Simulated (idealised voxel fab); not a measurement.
Proc. module: voxel quadruple lines
Cross-section cut spans 220 nm and uses square cells 5 nm in size.
Heads up, the way a cross-section reads in here is a grid of square cells, handed over as bands from the top down, with every band being one or more rows of cells. The entry gives the band's vertical extent as a top height and a bottom height in nm, then its horizontal make-up as materials from left to right, each with a width in nm. "empty" stands for empty space; a single material marked "everywhere" fills the band edge to edge. Zero point of the height axis is 0; under it, received wafer = one material. Lowest band: continues down indefinitely, "0 and below". Think of "30 to 40" as a width that walks from the first number to the second as you go down the band, top row to bottom row, taking equal-sized steps from row to row. "identical to before" after a step means that no cell of the cross-section changed. Closed cavities: empty space of 8 cells or more with no open way to the top, each as width x height at its distance from the left edge, in nm. Formally, on a step line, whatever follows the settings is a remark that the simulator itself makes on the step. overlay nm: on a step with a mask, how far right of its planned place the mask lay; negative means left.

plan
1. op RECEIVE | material Si
2. op CONFORMAL_DEP | material SiO2 | thk nm 5
3. op DIRECTIONAL_DEP | material W | thk nm 15
4. op DIRECTIONAL_DEP | material polySi | thk nm 20
5. op DIRECTIONAL_DEP | material aC | thk nm 20
6. op PATTERN | tone cover | mask id MANDREL | material resist | width nm 25 | thk nm 30 | overlay nm 0
7. op DIRECTIONAL_ETCH | etch materials aC | depth nm 20
8. op STRIP | etch materials resist
9. op CONFORMAL_DEP | material SiO2 | thk nm 15
10. op DIRECTIONAL_ETCH | etch materials SiO2 | depth nm 15
11. op STRIP | etch materials aC
12. op DIRECTIONAL_ETCH | etch materials polySi | depth nm 20
13. op STRIP | etch materials SiO2
14. op CONFORMAL_DEP | material SiCN | thk nm 5
15. op DIRECTIONAL_ETCH | etch materials SiCN | depth nm 5
16. op STRIP | etch materials polySi
17. op DIRECTIONAL_ETCH | etch materials W | depth nm 15
18. op STRIP | etch materials SiCN
19. op FILL_DEP | material lowk | thk nm 10
20. op CMP | height nm 20

Wafer cross-section on receipt, i.e. after step 1
> 0 and below: Si everywhere
> Closed cavities: none

The plan above was carried out on the starting structure above with one mistake, and this cross-section shows the wafer at the end of the module
> 20 down to 5: 75 of lowk; 5 of W; 15 of lowk; 5 of W; 15 of lowk; 5 of W; 15 of lowk; 5 of W; 80 of lowk
> 5 down to 0: W everywhere
> 0 and below: Si everywhere
> Closed cavities: none
Which mistake was made when the wafer was run? step 2, actual vs plan mismatch, actual run op CONFORMAL_DEP | material W | thk nm 5
